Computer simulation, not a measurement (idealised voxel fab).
process module | voxel wiring stack
cross-section cut | 180 nm wide | cells 5 nm
A cross-section is a grid of square cells, given in bands from the top down. A band is one or more rows of cells.
Each band's line starts with the height of the band's top and of its bottom, in nm. Then come its materials from left to right, each with its width in nm. One material with "throughout" fills the band from edge to edge. "air" is empty space.
Height 0 is the level under which the wafer as received is all one material. The lowest band goes on downwards, as in "0 down".
A width such as "30 to 40" changes by the same amount from each row of cells to the next, from the band's top row to its bottom row.
"no change" after a step means that no cell of the cross-section changed.
closed voids: empty space of 8 cells or more with no open way to the top, each as width x height at its distance from the left edge, in nm
after a step's settings: what the simulator itself notes on the step
overlay nm, on a step with a mask: how far to the right of its planned place the mask lay; to the left if negative
Each pair below shows a cross-section before one step and the cross-section after it, down to the lowest band that changed. The line under each pair gives the step between them, with its settings. The pairs can come from different runs of this module on the same starting wafer, so a pair continues from the pair above only where its "before" says so.
before
  130 to 105: air 45 | Ru 30 | air 25 | Ru 30 | air 50
  105 to 100: TiN throughout
  100 to 95: Ru throughout
  95 to 90: TiN 50 | Ru 5 | TiN 50 | Ru 5 | TiN 70
  90 to 85: SiO2 45 | TiN 5 | Ru 5 | TiN 5 | SiO2 40 | TiN 5 | Ru 5 | TiN 5 | SiO2 65
  85 to 80: SiCN 45 | TiN 15 | SiCN 40 | TiN 15 | SiCN 65
  80 to 65: SiO2 45 | TiN 5 | W 20 | TiN 5 | SiO2 25 | TiN 5 | W 20 | TiN 5 | SiO2 50
  65 to 60: SiCN 45 | TiN 30 | SiCN 25 | TiN 30 | SiCN 50
  60 to 45: lowk 45 | Ru 15 | lowk 120
  45 to 40: SiCN 45 | Ru 15 | SiCN 120
  40 to 15: SiO2 45 | TiN 5 | Cu 20 | TiN 5 | SiO2 25 | TiN 5 | Cu 20 | TiN 5 | SiO2 50
  15 to 10: SiN 45 | TiN 30 | SiN 25 | TiN 30 | SiN 50
  10 to 0: SiO2 throughout
  0 down: Si throughout
  closed voids: none
after
  130 to 105: air 45 | Ru 30 | air 25 | Ru 30 | air 50
  105 to 100: air 45 | TiN 30 | air 25 | TiN 30 | air 50
  below 100: unchanged
  closed voids: none
the step between: op MASKED_ETCH | tone cover | mask id METAL_3 | width nm 30 | pitch nm 55 | etch materials TiN | depth nm 5 | overlay nm 0
before: the cross-section after the pair above
after
  135 to 130: air 40 | SiCN 40 | air 15 | SiCN 40 | air 45
  130 to 105: air 40 | SiCN 5 | Ru 30 | SiCN 5 | air 15 | SiCN 5 | Ru 30 | SiCN 5 | air 45
  105 to 100: SiCN 45 | TiN 30 | SiCN 25 | TiN 30 | SiCN 50
  below 100: unchanged
  closed voids: none
the step between: op CONFORMAL_DEP | material SiCN | thk nm 5
before: the cross-section after the pair above
after
  140 to 135: SiO2 throughout
  135 to 130: SiO2 40 | SiCN 40 | SiO2 15 | SiCN 40 | SiO2 45
  130 to 105: SiO2 40 | SiCN 5 | Ru 30 | SiCN 5 | SiO2 15 | SiCN 5 | Ru 30 | SiCN 5 | SiO2 45
  below 105: unchanged
  closed voids: none
the step between: op FILL_DEP | material SiO2 | thk nm 5
before: the cross-section after the pair above
after
  130 to 105: SiO2 40 | SiCN 5 | Ru 30 | SiCN 5 | SiO2 15 | SiCN 5 | Ru 30 | SiCN 5 | SiO2 45
  below 105: unchanged
  closed voids: none
the step between: op CMP | height nm 130
before: the cross-section after the pair above
after
  135 to 130: SiCN throughout
  below 130: unchanged
  closed voids: none
the step between: op CONFORMAL_DEP | material SiCN | thk nm 5
before: the cross-section after the pair above
after
  160 to 135: lowk throughout
  below 135: unchanged
  closed voids: none
the step between: op DIRECTIONAL_DEP | material lowk | thk nm 25
before: the cross-section after the pair above
after
  175 to 160: resist 45 | air 15 | resist 40 | air 15 | resist 65
  below 160: unchanged
  closed voids: none
the step between: op PATTERN | tone open | mask id METAL_4_HOLES | material resist | width nm 15 | pitch nm 55 | thk nm 15 | overlay nm 0
before: the cross-section after the pair above
after
  175 to 160: resist 45 | air 15 | resist 40 | air 15 | resist 65
  160 to 135: lowk 45 | air 15 | lowk 40 | air 15 | lowk 65
  below 135: unchanged
  closed voids: none
the step between: op DIRECTIONAL_ETCH | etch materials lowk | depth nm 25
before: the cross-section after the pair above
after
  160 to 135: lowk 45 | air 15 | lowk 40 | air 15 | lowk 65
  below 135: unchanged
  closed voids: none
the step between: op STRIP | etch materials resist
before: the cross-section after the pair above
after
  160 to 145: lowk 45 | air 30 | lowk 25 | air 30 | lowk 50
  below 145: unchanged
  closed voids: none
the step between: op MASKED_ETCH | tone open | mask id METAL_4 | width nm 30 | pitch nm 55 | etch materials lowk | depth nm 15 | overlay nm 0
before: the cross-section after the pair above
after
  160 to 145: lowk 45 | air 30 | lowk 25 | air 30 | lowk 50
  145 to 135: lowk 45 | air 15 | lowk 40 | air 15 | lowk 65
  135 to 130: SiCN 45 | air 15 | SiCN 40 | air 15 | SiCN 65
  below 130: unchanged
  closed voids: none
the step between: op MASKED_ETCH | tone open | mask id METAL_4 | width nm 30 | pitch nm 55 | etch materials SiCN | depth nm 5 | overlay nm 0
before: the cross-section after the pair above
after
  165 to 160: TiN 50 | air 20 | TiN 35 | air 20 | TiN 55
  160 to 150: lowk 45 | TiN 5 | air 20 | TiN 5 | lowk 25 | TiN 5 | air 20 | TiN 5 | lowk 50
  150 to 145: lowk 45 | TiN 5 | air 5 | TiN 20 | lowk 25 | TiN 5 | air 5 | TiN 20 | lowk 50
  145 to 135: lowk 45 | TiN 5 | air 5 | TiN 5 | lowk 40 | TiN 5 | air 5 | TiN 5 | lowk 65
  135 to 130: SiCN 45 | TiN 15 | SiCN 40 | TiN 15 | SiCN 65
  below 130: unchanged
  closed voids: none
the step between: op CONFORMAL_DEP | material TiN | thk nm 5
before: the cross-section after the pair above
after
  175 to 165: Cu throughout
  165 to 160: TiN 50 | Cu 20 | TiN 35 | Cu 20 | TiN 55
  160 to 150: lowk 45 | TiN 5 | Cu 20 | TiN 5 | lowk 25 | TiN 5 | Cu 20 | TiN 5 | lowk 50
  150 to 145: lowk 45 | TiN 5 | Cu 5 | TiN 20 | lowk 25 | TiN 5 | Cu 5 | TiN 20 | lowk 50
  145 to 135: lowk 45 | TiN 5 | Cu 5 | TiN 5 | lowk 40 | TiN 5 | Cu 5 | TiN 5 | lowk 65
  below 135: unchanged
  closed voids: none
the step between: op FILL_DEP | material Cu | thk nm 10
before: the cross-section after the pair above
after
  160 to 150: lowk 45 | TiN 5 | Cu 20 | TiN 5 | lowk 25 | TiN 5 | Cu 20 | TiN 5 | lowk 50
  below 150: unchanged
  closed voids: none
the step between: op CMP | height nm 160
before: the cross-section after the pair above
after
  165 to 160: SiCN throughout
  below 160: unchanged
  closed voids: none
the step between: op CONFORMAL_DEP | material SiCN | thk nm 5
before
  160 to 135: lowk throughout
  135 to 130: SiCN throughout
  130 to 105: SiO2 40 | SiCN 5 | Ru 30 | SiCN 5 | SiO2 15 | SiCN 5 | Ru 30 | SiCN 5 | SiO2 45
  105 to 100: SiCN 45 | TiN 30 | SiCN 25 | TiN 30 | SiCN 50
  100 to 85: SiO2 45 | TiN 5 | Ru 5 | TiN 5 | SiO2 40 | TiN 5 | Ru 5 | TiN 5 | SiO2 65
  85 to 80: SiCN 45 | TiN 15 | SiCN 40 | TiN 15 | SiCN 65
  80 to 65: SiO2 45 | TiN 5 | W 20 | TiN 5 | SiO2 25 | TiN 5 | W 20 | TiN 5 | SiO2 50
  65 to 60: SiCN 45 | TiN 30 | SiCN 25 | TiN 30 | SiCN 50
  60 to 45: lowk 45 | Ru 15 | lowk 120
  45 to 40: SiCN 45 | Ru 15 | SiCN 120
  40 to 15: SiO2 45 | TiN 5 | Cu 20 | TiN 5 | SiO2 25 | TiN 5 | Cu 20 | TiN 5 | SiO2 50
  15 to 10: SiN 45 | TiN 30 | SiN 25 | TiN 30 | SiN 50
  10 to 0: SiO2 throughout
  0 down: Si throughout
  closed voids: none
after
  175 to 160: resist 45 | air 20 | resist 35 | air 20 | resist 60
  below 160: unchanged
  closed voids: none
the step between: op PATTERN | tone open | mask id METAL_4_HOLES | material resist | width nm 20 | pitch nm 55 | thk nm 15 | overlay nm 0
before: the cross-section after the pair above
after
  175 to 160: resist 45 | air 20 | resist 35 | air 20 | resist 60
  160 to 135: lowk 45 | air 20 | lowk 35 | air 20 | lowk 60
  below 135: unchanged
  closed voids: none
the step between: op DIRECTIONAL_ETCH | etch materials lowk | depth nm 25
before: the cross-section after the pair above
after
  160 to 135: lowk 45 | air 20 | lowk 35 | air 20 | lowk 60
  below 135: unchanged
  closed voids: none
the step between: op STRIP | etch materials resist
before: the cross-section after the pair above
after
  160 to 145: lowk 45 | air 30 | lowk 25 | air 30 | lowk 50
  below 145: unchanged
  closed voids: none
the step between: op MASKED_ETCH | tone open | mask id METAL_4 | width nm 30 | pitch nm 55 | etch materials lowk | depth nm 15 | overlay nm 0
before: the cross-section after the pair above
after
  160 to 145: lowk 45 | air 30 | lowk 25 | air 30 | lowk 50
  145 to 135: lowk 45 | air 20 | lowk 35 | air 20 | lowk 60
  135 to 130: SiCN 45 | air 20 | SiCN 35 | air 20 | SiCN 60
  below 130: unchanged
  closed voids: none
the step between: op MASKED_ETCH | tone open | mask id METAL_4 | width nm 30 | pitch nm 55 | etch materials SiCN | depth nm 5 | overlay nm 0
before: the cross-section after the pair above
after
  165 to 160: TiN 50 | air 20 | TiN 35 | air 20 | TiN 55
  160 to 150: lowk 45 | TiN 5 | air 20 | TiN 5 | lowk 25 | TiN 5 | air 20 | TiN 5 | lowk 50
  150 to 145: lowk 45 | TiN 5 | air 10 | TiN 15 | lowk 25 | TiN 5 | air 10 | TiN 15 | lowk 50
  145 to 135: lowk 45 | TiN 5 | air 10 | TiN 5 | lowk 35 | TiN 5 | air 10 | TiN 5 | lowk 60
  135 to 130: SiCN 45 | TiN 20 | SiCN 35 | TiN 20 | SiCN 60
  below 130: unchanged
  closed voids: none
the step between: op CONFORMAL_DEP | material TiN | thk nm 5
before: the cross-section after the pair above
after
  175 to 165: Cu throughout
  165 to 160: TiN 50 | Cu 20 | TiN 35 | Cu 20 | TiN 55
  160 to 150: lowk 45 | TiN 5 | Cu 20 | TiN 5 | lowk 25 | TiN 5 | Cu 20 | TiN 5 | lowk 50
  150 to 145: lowk 45 | TiN 5 | Cu 10 | TiN 15 | lowk 25 | TiN 5 | Cu 10 | TiN 15 | lowk 50
  145 to 135: lowk 45 | TiN 5 | Cu 10 | TiN 5 | lowk 35 | TiN 5 | Cu 10 | TiN 5 | lowk 60
  below 135: unchanged
  closed voids: none
the step between: op FILL_DEP | material Cu | thk nm 10
before: the cross-section after the pair above
after
  160 to 150: lowk 45 | TiN 5 | Cu 20 | TiN 5 | lowk 25 | TiN 5 | Cu 20 | TiN 5 | lowk 50
  below 150: unchanged
  closed voids: none
the step between: op CMP | height nm 160
before: the cross-section after the pair above
after
  165 to 160: SiCN throughout
  below 160: unchanged
  closed voids: none
the step between: op CONFORMAL_DEP | material SiCN | thk nm 5
before
  40 to 15: SiO2 45 | air 30 | SiO2 25 | air 30 | SiO2 50
  15 to 10: SiN throughout
  10 to 0: SiO2 throughout
  0 down: Si throughout
  closed voids: none
after
  40 to 15: SiO2 45 | air 30 | SiO2 25 | air 30 | SiO2 50
  15 to 10: SiN 45 | air 25 | SiN 30 | air 25 | SiN 55
  below 10: unchanged
  closed voids: none
the step between: op MASKED_ETCH | tone open | mask id METAL_1 | width nm 30 | pitch nm 55 | etch materials SiN | depth nm 5 | overlay nm -5
before: the cross-section after the pair above
after
  45 to 40: TiN 50 | air 20 | TiN 35 | air 20 | TiN 55
  40 to 20: SiO2 45 | TiN 5 | air 20 | TiN 5 | SiO2 25 | TiN 5 | air 20 | TiN 5 | SiO2 50
  20 to 15: SiO2 45 | TiN 5 | air 15 | TiN 10 | SiO2 25 | TiN 5 | air 15 | TiN 10 | SiO2 50
  15 to 10: SiN 45 | TiN 25 | SiN 30 | TiN 25 | SiN 55
  below 10: unchanged
  closed voids: none
the step between: op CONFORMAL_DEP | material TiN | thk nm 5
before: the cross-section after the pair above
after
  50 to 45: Cu throughout
  45 to 40: TiN 50 | Cu 20 | TiN 35 | Cu 20 | TiN 55
  40 to 20: SiO2 45 | TiN 5 | Cu 20 | TiN 5 | SiO2 25 | TiN 5 | Cu 20 | TiN 5 | SiO2 50
  20 to 15: SiO2 45 | TiN 5 | Cu 15 | TiN 10 | SiO2 25 | TiN 5 | Cu 15 | TiN 10 | SiO2 50
  below 15: unchanged
  closed voids: none
the step between: op FILL_DEP | material Cu | thk nm 5
before: the cross-section after the pair above
after
  40 to 20: SiO2 45 | TiN 5 | Cu 20 | TiN 5 | SiO2 25 | TiN 5 | Cu 20 | TiN 5 | SiO2 50
  below 20: unchanged
  closed voids: none
the step between: op CMP | height nm 40
before: the cross-section after the pair above
after
  45 to 40: SiCN throughout
  below 40: unchanged
  closed voids: none
the step between: op CONFORMAL_DEP | material SiCN | thk nm 5
before: the cross-section after the pair above
after
  60 to 45: lowk throughout
  below 45: unchanged
  closed voids: none
the step between: op DIRECTIONAL_DEP | material lowk | thk nm 15
before: the cross-section after the pair above
after
  75 to 60: aC throughout
  below 60: unchanged
  closed voids: none
the step between: op DIRECTIONAL_DEP | material aC | thk nm 15
before: the cross-section after the pair above
after
  110 to 75: resist 45 | air 15 | resist 120
  below 75: unchanged
  closed voids: none
the step between: op PATTERN | tone open | mask id PLUG_1 | material resist | width nm 15 | thk nm 35 | overlay nm 0
before: the cross-section after the pair above
after
  95 to 75: resist 45 | air 15 | resist 120
  75 to 60: aC 45 | air 15 | aC 120
  below 60: unchanged
  closed voids: none
the step between: op DIRECTIONAL_ETCH | etch materials aC | depth nm 15
before: the cross-section after the pair above
after
  75 to 60: aC 45 | air 15 | aC 120
  below 60: unchanged
  closed voids: none
the step between: op STRIP | etch materials resist
before: the cross-section after the pair above
after
  75 to 60: aC 45 | air 15 | aC 120
  60 to 45: lowk 45 | air 15 | lowk 120
  below 45: unchanged
  closed voids: none
the step between: op DIRECTIONAL_ETCH | etch materials lowk | depth nm 15
before: the cross-section after the pair above
after
  75 to 60: aC 45 | air 15 | aC 120
  60 to 45: lowk 45 | air 15 | lowk 120
  45 to 40: SiCN 45 | air 15 | SiCN 120
  below 40: unchanged
  closed voids: none
the step between: op DIRECTIONAL_ETCH | etch materials SiCN | depth nm 5
before: the cross-section after the pair above
after
  60 to 45: lowk 45 | air 15 | lowk 120
  below 45: unchanged
  closed voids: none
the step between: op STRIP | etch materials aC
before: the cross-section after the pair above
after
  60 to 50: lowk 45 | air 15 | lowk 120
  50 to 45: lowk 45 | Ru 15 | lowk 120
  45 to 40: SiCN 45 | Ru 15 | SiCN 120
  below 40: unchanged
  closed voids: none
the step between: op EPI | material Ru | thk nm 10
before: the cross-section after the pair above
after
  60 to 45: lowk 45 | Ru 15 | lowk 120
  below 45: unchanged
  closed voids: none
the step between: op EPI | material Ru | thk nm 10
before: the cross-section after the pair above
after
  65 to 60: SiCN throughout
  below 60: unchanged
  closed voids: none
the step between: op CONFORMAL_DEP | material SiCN | thk nm 5
before: the cross-section after the pair above
after
  80 to 65: SiO2 throughout
  below 65: unchanged
  closed voids: none
the step between: op DIRECTIONAL_DEP | material SiO2 | thk nm 15
before: the cross-section after the pair above
after
  95 to 80: aC throughout
  below 80: unchanged
  closed voids: none
the step between: op DIRECTIONAL_DEP | material aC | thk nm 15
before: the cross-section after the pair above
after
  130 to 95: resist 45 | air 30 | resist 25 | air 30 | resist 50
  below 95: unchanged
  closed voids: none
the step between: op PATTERN | tone open | mask id METAL_2 | material resist | width nm 30 | pitch nm 55 | thk nm 35 | overlay nm 0
before: the cross-section after the pair above
after
  115 to 95: resist 45 | air 30 | resist 25 | air 30 | resist 50
  95 to 80: aC 45 | air 30 | aC 25 | air 30 | aC 50
  below 80: unchanged
  closed voids: none
the step between: op DIRECTIONAL_ETCH | etch materials aC | depth nm 15
before: the cross-section after the pair above
after
  95 to 80: aC 45 | air 30 | aC 25 | air 30 | aC 50
  below 80: unchanged
  closed voids: none
the step between: op STRIP | etch materials resist
before: the cross-section after the pair above
after
  95 to 80: aC 45 | air 30 | aC 25 | air 30 | aC 50
  80 to 65: SiO2 45 | air 30 | SiO2 25 | air 30 | SiO2 50
  below 65: unchanged
  closed voids: none
the step between: op DIRECTIONAL_ETCH | etch materials SiO2 | depth nm 15
before: the cross-section after the pair above
after
  95 to 80: aC 45 | air 30 | aC 25 | air 30 | aC 50
  80 to 65: SiO2 45 | air 30 | SiO2 25 | air 30 | SiO2 50
  65 to 60: SiCN 45 | air 30 | SiCN 25 | air 30 | SiCN 50
  below 60: unchanged
  closed voids: none
the step between: op DIRECTIONAL_ETCH | etch materials SiCN | depth nm 5
before: the cross-section after the pair above
after
  80 to 65: SiO2 45 | air 30 | SiO2 25 | air 30 | SiO2 50
  below 65: unchanged
  closed voids: none
the step between: op STRIP | etch materials aC
before: the cross-section after the pair above
after
  85 to 80: TiN 50 | air 20 | TiN 35 | air 20 | TiN 55
  80 to 65: SiO2 45 | TiN 5 | air 20 | TiN 5 | SiO2 25 | TiN 5 | air 20 | TiN 5 | SiO2 50
  65 to 60: SiCN 45 | TiN 30 | SiCN 25 | TiN 30 | SiCN 50
  below 60: unchanged
  closed voids: none
the step between: op CONFORMAL_DEP | material TiN | thk nm 5
before: the cross-section after the pair above
after
  95 to 85: W throughout
  85 to 80: TiN 50 | W 20 | TiN 35 | W 20 | TiN 55
  80 to 65: SiO2 45 | TiN 5 | W 20 | TiN 5 | SiO2 25 | TiN 5 | W 20 | TiN 5 | SiO2 50
  below 65: unchanged
  closed voids: none
the step between: op FILL_DEP | material W | thk nm 10
before: the cross-section after the pair above
after
  80 to 65: SiO2 45 | TiN 5 | W 20 | TiN 5 | SiO2 25 | TiN 5 | W 20 | TiN 5 | SiO2 50
  below 65: unchanged
  closed voids: none
the step between: op CMP | height nm 80
before: the cross-section after the pair above
after
  85 to 80: SiCN throughout
  below 80: unchanged
  closed voids: none
the step between: op CONFORMAL_DEP | material SiCN | thk nm 5
before: the cross-section after the pair above
after
  100 to 85: SiO2 throughout
  below 85: unchanged
  closed voids: none
the step between: op DIRECTIONAL_DEP | material SiO2 | thk nm 15
before: the cross-section after the pair above
after
  115 to 100: aC throughout
  below 100: unchanged
  closed voids: none
the step between: op DIRECTIONAL_DEP | material aC | thk nm 15
before: the cross-section after the pair above
after
  145 to 115: resist 45 | air 15 | resist 40 | air 15 | resist 65
  below 115: unchanged
  closed voids: none
the step between: op PATTERN | tone open | mask id PLUG_2 | material resist | width nm 15 | pitch nm 55 | thk nm 30 | overlay nm 0
before: the cross-section after the pair above
after
  130 to 115: resist 45 | air 15 | resist 40 | air 15 | resist 65
  115 to 100: aC 45 | air 15 | aC 40 | air 15 | aC 65
  below 100: unchanged
  closed voids: none
the step between: op DIRECTIONAL_ETCH | etch materials aC | depth nm 15
before: the cross-section after the pair above
after
  115 to 100: aC 45 | air 15 | aC 40 | air 15 | aC 65
  below 100: unchanged
  closed voids: none
the step between: op STRIP | etch materials resist
before: the cross-section after the pair above
after
  115 to 100: aC 45 | air 15 | aC 40 | air 15 | aC 65
  100 to 85: SiO2 45 | air 15 | SiO2 40 | air 15 | SiO2 65
  below 85: unchanged
  closed voids: none
the step between: op DIRECTIONAL_ETCH | etch materials SiO2 | depth nm 15
before: the cross-section after the pair above
after
  115 to 100: aC 45 | air 15 | aC 40 | air 15 | aC 65
  100 to 85: SiO2 45 | air 15 | SiO2 40 | air 15 | SiO2 65
  85 to 80: SiCN 45 | air 15 | SiCN 40 | air 15 | SiCN 65
  below 80: unchanged
  closed voids: none
the step between: op DIRECTIONAL_ETCH | etch materials SiCN | depth nm 5
before: the cross-section after the pair above
after
  100 to 85: SiO2 45 | air 15 | SiO2 40 | air 15 | SiO2 65
  below 85: unchanged
  closed voids: none
the step between: op STRIP | etch materials aC
before: the cross-section after the pair above
after
  105 to 100: TiN 50 | air 5 | TiN 50 | air 5 | TiN 70
  100 to 85: SiO2 45 | TiN 5 | air 5 | TiN 5 | SiO2 40 | TiN 5 | air 5 | TiN 5 | SiO2 65
  85 to 80: SiCN 45 | TiN 15 | SiCN 40 | TiN 15 | SiCN 65
  below 80: unchanged
  closed voids: none
the step between: op CONFORMAL_DEP | material TiN | thk nm 5
before: the cross-section after the pair above
after
  110 to 105: Ru throughout
  105 to 100: TiN 50 | Ru 5 | TiN 50 | Ru 5 | TiN 70
  100 to 85: SiO2 45 | TiN 5 | Ru 5 | TiN 5 | SiO2 40 | TiN 5 | Ru 5 | TiN 5 | SiO2 65
  below 85: unchanged
  closed voids: none
the step between: op FILL_DEP | material Ru | thk nm 5
before: the cross-section after the pair above
after
  100 to 85: SiO2 45 | TiN 5 | Ru 5 | TiN 5 | SiO2 40 | TiN 5 | Ru 5 | TiN 5 | SiO2 65
  below 85: unchanged
  closed voids: none
the step between: op CMP | height nm 100
before: the cross-section after the pair above
after
  105 to 100: TiN throughout
  below 100: unchanged
  closed voids: none
the step between: op DIRECTIONAL_DEP | material TiN | thk nm 5
before: the cross-section after the pair above
after
  130 to 105: Ru throughout
  below 105: unchanged
  closed voids: none
the step between: op DIRECTIONAL_DEP | material Ru | thk nm 25
before: the cross-section after the pair above
after
  130 to 105: air 45 | Ru 30 | air 25 | Ru 30 | air 50
  below 105: unchanged
  closed voids: none
the step between: op MASKED_ETCH | tone cover | mask id METAL_3 | width nm 30 | pitch nm 55 | etch materials Ru | depth nm 25 | overlay nm 0
before: the cross-section after the pair above
after
  130 to 105: air 45 | Ru 30 | air 25 | Ru 30 | air 50
  105 to 100: air 45 | TiN 30 | air 25 | TiN 30 | air 50
  below 100: unchanged
  closed voids: none
the step between: op MASKED_ETCH | tone cover | mask id METAL_3 | width nm 30 | pitch nm 55 | etch materials TiN | depth nm 5 | overlay nm 0
before: the cross-section after the pair above
after
  135 to 130: air 40 | SiCN 40 | air 15 | SiCN 40 | air 45
  130 to 105: air 40 | SiCN 5 | Ru 30 | SiCN 5 | air 15 | SiCN 5 | Ru 30 | SiCN 5 | air 45
  105 to 100: SiCN 45 | TiN 30 | SiCN 25 | TiN 30 | SiCN 50
  below 100: unchanged
  closed voids: none
the step between: op CONFORMAL_DEP | material SiCN | thk nm 5
before: the cross-section after the pair above
after
  140 to 135: SiO2 throughout
  135 to 130: SiO2 40 | SiCN 40 | SiO2 15 | SiCN 40 | SiO2 45
  130 to 105: SiO2 40 | SiCN 5 | Ru 30 | SiCN 5 | SiO2 15 | SiCN 5 | Ru 30 | SiCN 5 | SiO2 45
  below 105: unchanged
  closed voids: none
the step between: op FILL_DEP | material SiO2 | thk nm 5
before: the cross-section after the pair above
after
  130 to 105: SiO2 40 | SiCN 5 | Ru 30 | SiCN 5 | SiO2 15 | SiCN 5 | Ru 30 | SiCN 5 | SiO2 45
  below 105: unchanged
  closed voids: none
the step between: op CMP | height nm 130
before: the cross-section after the pair above
after
  135 to 130: SiCN throughout
  below 130: unchanged
  closed voids: none
the step between: op CONFORMAL_DEP | material SiCN | thk nm 5
before: the cross-section after the pair above
after
  160 to 135: lowk throughout
  below 135: unchanged
  closed voids: none
the step between: op DIRECTIONAL_DEP | material lowk | thk nm 25
before: the cross-section after the pair above
after
  175 to 160: resist 45 | air 15 | resist 40 | air 15 | resist 65
  below 160: unchanged
  closed voids: none
the step between: op PATTERN | tone open | mask id METAL_4_HOLES | material resist | width nm 15 | pitch nm 55 | thk nm 15 | overlay nm 0
before: the cross-section after the pair above
after
  175 to 160: resist 45 | air 15 | resist 40 | air 15 | resist 65
  160 to 135: lowk 45 | air 15 | lowk 40 | air 15 | lowk 65
  below 135: unchanged
  closed voids: none
the step between: op DIRECTIONAL_ETCH | etch materials lowk | depth nm 25
before: the cross-section after the pair above
after
  160 to 135: lowk 45 | air 15 | lowk 40 | air 15 | lowk 65
  below 135: unchanged
  closed voids: none
the step between: op STRIP | etch materials resist
before: the cross-section after the pair above
after
  160 to 145: lowk 45 | air 30 | lowk 25 | air 30 | lowk 50
  below 145: unchanged
  closed voids: none
the step between: op MASKED_ETCH | tone open | mask id METAL_4 | width nm 30 | pitch nm 55 | etch materials lowk | depth nm 15 | overlay nm 0
before: the cross-section after the pair above
after
  160 to 145: lowk 45 | air 30 | lowk 25 | air 30 | lowk 50
  145 to 135: lowk 45 | air 15 | lowk 40 | air 15 | lowk 65
  135 to 130: SiCN 45 | air 15 | SiCN 40 | air 15 | SiCN 65
  below 130: unchanged
  closed voids: none
the step between: op MASKED_ETCH | tone open | mask id METAL_4 | width nm 30 | pitch nm 55 | etch materials SiCN | depth nm 5 | overlay nm 0
before: the cross-section after the pair above
after
  165 to 160: TiN 50 | air 20 | TiN 35 | air 20 | TiN 55
  160 to 150: lowk 45 | TiN 5 | air 20 | TiN 5 | lowk 25 | TiN 5 | air 20 | TiN 5 | lowk 50
  150 to 145: lowk 45 | TiN 5 | air 5 | TiN 20 | lowk 25 | TiN 5 | air 5 | TiN 20 | lowk 50
  145 to 135: lowk 45 | TiN 5 | air 5 | TiN 5 | lowk 40 | TiN 5 | air 5 | TiN 5 | lowk 65
  135 to 130: SiCN 45 | TiN 15 | SiCN 40 | TiN 15 | SiCN 65
  below 130: unchanged
  closed voids: none
the step between: op CONFORMAL_DEP | material TiN | thk nm 5
before: the cross-section after the pair above
after
  175 to 165: Cu throughout
  165 to 160: TiN 50 | Cu 20 | TiN 35 | Cu 20 | TiN 55
  160 to 150: lowk 45 | TiN 5 | Cu 20 | TiN 5 | lowk 25 | TiN 5 | Cu 20 | TiN 5 | lowk 50
  150 to 145: lowk 45 | TiN 5 | Cu 5 | TiN 20 | lowk 25 | TiN 5 | Cu 5 | TiN 20 | lowk 50
  145 to 135: lowk 45 | TiN 5 | Cu 5 | TiN 5 | lowk 40 | TiN 5 | Cu 5 | TiN 5 | lowk 65
  below 135: unchanged
  closed voids: none
the step between: op FILL_DEP | material Cu | thk nm 10
before: the cross-section after the pair above
after
  160 to 150: lowk 45 | TiN 5 | Cu 20 | TiN 5 | lowk 25 | TiN 5 | Cu 20 | TiN 5 | lowk 50
  below 150: unchanged
  closed voids: none
the step between: op CMP | height nm 160
before: the cross-section after the pair above
after
  165 to 160: SiCN throughout
  below 160: unchanged
  closed voids: none
the step between: op CONFORMAL_DEP | material SiCN | thk nm 5
before
  100 to 85: SiO2 45 | TiN 5 | Ru 5 | TiN 5 | SiO2 40 | TiN 5 | Ru 5 | TiN 5 | SiO2 65
  85 to 80: SiCN 45 | TiN 15 | SiCN 40 | TiN 15 | SiCN 65
  80 to 65: SiO2 45 | TiN 5 | W 20 | TiN 5 | SiO2 25 | TiN 5 | W 20 | TiN 5 | SiO2 50
  65 to 60: SiCN 45 | TiN 30 | SiCN 25 | TiN 30 | SiCN 50
  60 to 45: lowk 45 | Ru 15 | lowk 120
  45 to 40: SiCN 45 | Ru 15 | SiCN 120
  40 to 15: SiO2 45 | TiN 5 | Cu 20 | TiN 5 | SiO2 25 | TiN 5 | Cu 20 | TiN 5 | SiO2 50
  15 to 10: SiN 45 | TiN 30 | SiN 25 | TiN 30 | SiN 50
  10 to 0: SiO2 throughout
  0 down: Si throughout
  closed voids: none
after
  105 to 100: Ru throughout
  below 100: unchanged
  closed voids: none
the step between: op DIRECTIONAL_DEP | material Ru | thk nm 5
before: the cross-section after the pair above
after
  130 to 100: Ru throughout
  below 100: unchanged
  closed voids: none
the step between: op DIRECTIONAL_DEP | material Ru | thk nm 25
before: the cross-section after the pair above
after
  130 to 105: air 45 | Ru 30 | air 25 | Ru 30 | air 50
  below 105: unchanged
  closed voids: none
the step between: op MASKED_ETCH | tone cover | mask id METAL_3 | width nm 30 | pitch nm 55 | etch materials Ru | depth nm 25 | overlay nm 0
before: the cross-section after the pair above
after
  135 to 130: air 40 | SiCN 40 | air 15 | SiCN 40 | air 45
  130 to 110: air 40 | SiCN 5 | Ru 30 | SiCN 5 | air 15 | SiCN 5 | Ru 30 | SiCN 5 | air 45
  110 to 105: SiCN 45 | Ru 30 | SiCN 25 | Ru 30 | SiCN 50
  below 105: unchanged
  closed voids: none
the step between: op CONFORMAL_DEP | material SiCN | thk nm 5
before: the cross-section after the pair above
after
  140 to 135: SiO2 throughout
  135 to 130: SiO2 40 | SiCN 40 | SiO2 15 | SiCN 40 | SiO2 45
  130 to 110: SiO2 40 | SiCN 5 | Ru 30 | SiCN 5 | SiO2 15 | SiCN 5 | Ru 30 | SiCN 5 | SiO2 45
  below 110: unchanged
  closed voids: none
the step between: op FILL_DEP | material SiO2 | thk nm 5
before: the cross-section after the pair above
after
  130 to 110: SiO2 40 | SiCN 5 | Ru 30 | SiCN 5 | SiO2 15 | SiCN 5 | Ru 30 | SiCN 5 | SiO2 45
  below 110: unchanged
  closed voids: none
the step between: op CMP | height nm 130
before: the cross-section after the pair above
after
  135 to 130: SiCN throughout
  below 130: unchanged
  closed voids: none
the step between: op CONFORMAL_DEP | material SiCN | thk nm 5
before: the cross-section after the pair above
after
  160 to 135: lowk throughout
  below 135: unchanged
  closed voids: none
the step between: op DIRECTIONAL_DEP | material lowk | thk nm 25
before: the cross-section after the pair above
after
  175 to 160: resist 45 | air 15 | resist 40 | air 15 | resist 65
  below 160: unchanged
  closed voids: none
the step between: op PATTERN | tone open | mask id METAL_4_HOLES | material resist | width nm 15 | pitch nm 55 | thk nm 15 | overlay nm 0
before: the cross-section after the pair above
after
  175 to 160: resist 45 | air 15 | resist 40 | air 15 | resist 65
  160 to 135: lowk 45 | air 15 | lowk 40 | air 15 | lowk 65
  below 135: unchanged
  closed voids: none
the step between: op DIRECTIONAL_ETCH | etch materials lowk | depth nm 25
before: the cross-section after the pair above
after
  160 to 135: lowk 45 | air 15 | lowk 40 | air 15 | lowk 65
  below 135: unchanged
  closed voids: none
the step between: op STRIP | etch materials resist
before: the cross-section after the pair above
after
  160 to 145: lowk 45 | air 30 | lowk 25 | air 30 | lowk 50
  below 145: unchanged
  closed voids: none
the step between: op MASKED_ETCH | tone open | mask id METAL_4 | width nm 30 | pitch nm 55 | etch materials lowk | depth nm 15 | overlay nm 0
